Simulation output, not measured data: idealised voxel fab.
A process module follows: voxel ribs on slabs.
195 nm wide, 5 nm square cells: that's cross-section cut.
A cross-section in this document is a grid of square cells, and it is written down as bands, the top band listed before the ones below it; a band is made up of one or more rows of cells. Look at the band entry: it leads with the top's height and the bottom's height in nm. Then it lists the materials left to right, with a width in nm for each. The word "edge to edge" on a single material says that material fills the band edge to edge. The word "blank" is empty space. Beneath 0, the wafer as received is one material, and that level is where height counting begins. The lowest band goes on downward without a bottom; it is written like "0 and below". Note: "30..40" means the width goes from the first number (top row of the band) to the second number (bottom row) in equal steps per row of cells. "nothing was modified", as given for a step, is the statement that not any cell of the cross-section underwent a change during that step. Reported under the label "Enclosed void catalog" are the empty spaces having no open way to the top and comprising 8 cells or more; the notation for each is width x height at distance, in which the distance is measured from the left edge and all three values are in nm. On each step's line, the part that comes after the settings is the simulator's own comment on the step. When a step includes a mask, the "overlay nm" setting on its line states how far to the right of its planned place that mask lay, and negative values state how far to the left.

### Set out below are the planned steps of the process
step 1: RECEIVE,material Si
step 2: DIRECTIONAL_DEP,material SiO2,thk nm 20
step 3: DIRECTIONAL_DEP,material SiN,thk nm 25
step 4: MASKED_ETCH,tone cover,mask id RIB,width nm 15,etch materials SiN,depth nm 5,overlay nm 0
step 5: PATTERN,tone cover,mask id SLAB,material resist,width nm 55,thk nm 15,overlay nm 0
step 6: DIRECTIONAL_ETCH,etch materials SiN,depth nm 20
step 7: STRIP,etch materials resist
step 8: FILL_DEP,material SiO2,thk nm 30
step 9: CMP,height nm 65
step 10: DIRECTIONAL_DEP,material W,thk nm 10
step 11: DIRECTIONAL_DEP,material aC,thk nm 10
step 12: PATTERN,tone cover,mask id HEATER,material resist,width nm 25,thk nm 25,overlay nm 0
step 13: DIRECTIONAL_ETCH,etch materials aC,depth nm 10
step 14: STRIP,etch materials resist
step 15: DIRECTIONAL_ETCH,etch materials W,depth nm 5
step 16: STRIP,etch materials aC
step 17: CONFORMAL_DEP,material SiN,thk nm 10
All wafers enter the flow in the same state. The depth nm at step 15 differs from wafer to wafer, and the plan gives the value for the first wafer.

### Cross-section of the first of several received wafers, showing its state after step 1
    0 and below  Si edge to edge
    Enclosed void catalog: none

### Per-wafer rows below. For each material: cells gained (+) or lost (-) since the wafer was received, as of end of module. Then: closed voids
depth nm 5 | +129 SiN | +460 SiO2 | +44 W | Enclosed void catalog: none
depth nm 10 | +133 SiN | +460 SiO2 | +10 W | Enclosed void catalog: none
depth nm 15 | +133 SiN | +460 SiO2 | +10 W | Enclosed void catalog: none
depth nm 20 | +133 SiN | +460 SiO2 | +10 W | Enclosed void catalog: none
depth nm 25 | +133 SiN | +460 SiO2 | +10 W | Enclosed void catalog: none
